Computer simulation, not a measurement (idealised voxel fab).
The name of this process module is voxel released beams.
Pictured: cross-section cut, 255 nm wide, on a grid of 5 nm square cells.
This document writes a cross-section as a grid whose cells are square, and gives it as bands, listed from the top down; one or more rows of cells form a band. Quick guide to a band line: top height, bottom height (nm) up front; then every material left to right with its width in nm. Only one material and it's marked "full width"? Then it fills the band edge to edge. And "air" just means empty space. Heights are expressed relative to 0, this being the level below which the as-received wafer comprises one material exclusively. The lowest band is unbounded in the downward direction and is denoted as in "0 and below". With a width like "30..40", each row of cells in the band differs from the next by the same amount, the top row carrying the first number and the bottom row the second. Step marked "remained the same"? Then no cell in the cross-section changed in it. Look at "Trapped cavities" for the closed voids: empty spaces with no open path to the top, sized 8 cells or up. Each is width x height at distance, distance from the left edge, all nm. That trailing text on a step's line, after the settings, is the simulator's own remark on the step. You can add "overlay nm" to a step's line. For a step with a mask, it describes how far the mask lay to the right of its planned position, and a negative number describes a lay to the left.

-- These are the steps we planned for the process
1. RECEIVE, material Si
2. CONFORMAL_DEP, material Al2O3, thk nm 5
3. DIRECTIONAL_DEP, material SiO2, thk nm 15
4. MASKED_ETCH, tone open, mask id ANCHOR, width nm 35, etch materials SiO2, depth nm 15, overlay nm 0
5. CONFORMAL_DEP, material W, thk nm 10
6. DIRECTIONAL_DEP, material aC, thk nm 10
7. PATTERN, tone cover, mask id BEAM, material resist, width nm 95, thk nm 30, overlay nm 0
8. DIRECTIONAL_ETCH, etch materials aC, depth nm 10
9. STRIP, etch materials resist
10. DIRECTIONAL_ETCH, etch materials W, depth nm 10
11. STRIP, etch materials aC
12. STRIP, etch materials SiO2

-- Cross-section of the wafer upon arrival, representing the state reached after step 1
  0 and below | Si full width
  Trapped cavities: none

-- Cross-section taken at module completion on the first of two wafers; processed per the plan
  30 down to 20 | air (75), W (15), air (15), W (65), air (85)
  20 down to 15 | air (80), W (10), air (15), W (10), air (140)
  15 down to 5 | air (80), W (35), air (140)
  5 down to 0 | Al2O3 full width
  0 and below | Si full width
  Trapped cavities: none

-- What the second wafer looks like in cross-section once the module is done. Its start and its plan matched the first wafer's exactly; what differed was one mistake in how it was run
  30 down to 20 | air (75), W (95), air (85)
  20 down to 15 | Al2O3 full width
  15 down to 0 | SiO2 full width
  0 and below | Si full width
  Trapped cavities: none
Want to know what went wrong? the executed order of steps 2 and 3 is the reverse of that specified in the plan, each step having taken the other's position
FYI, end of process, the second wafer has more or fewer cells of some materials than the first: +153 SiO2 | -12 W
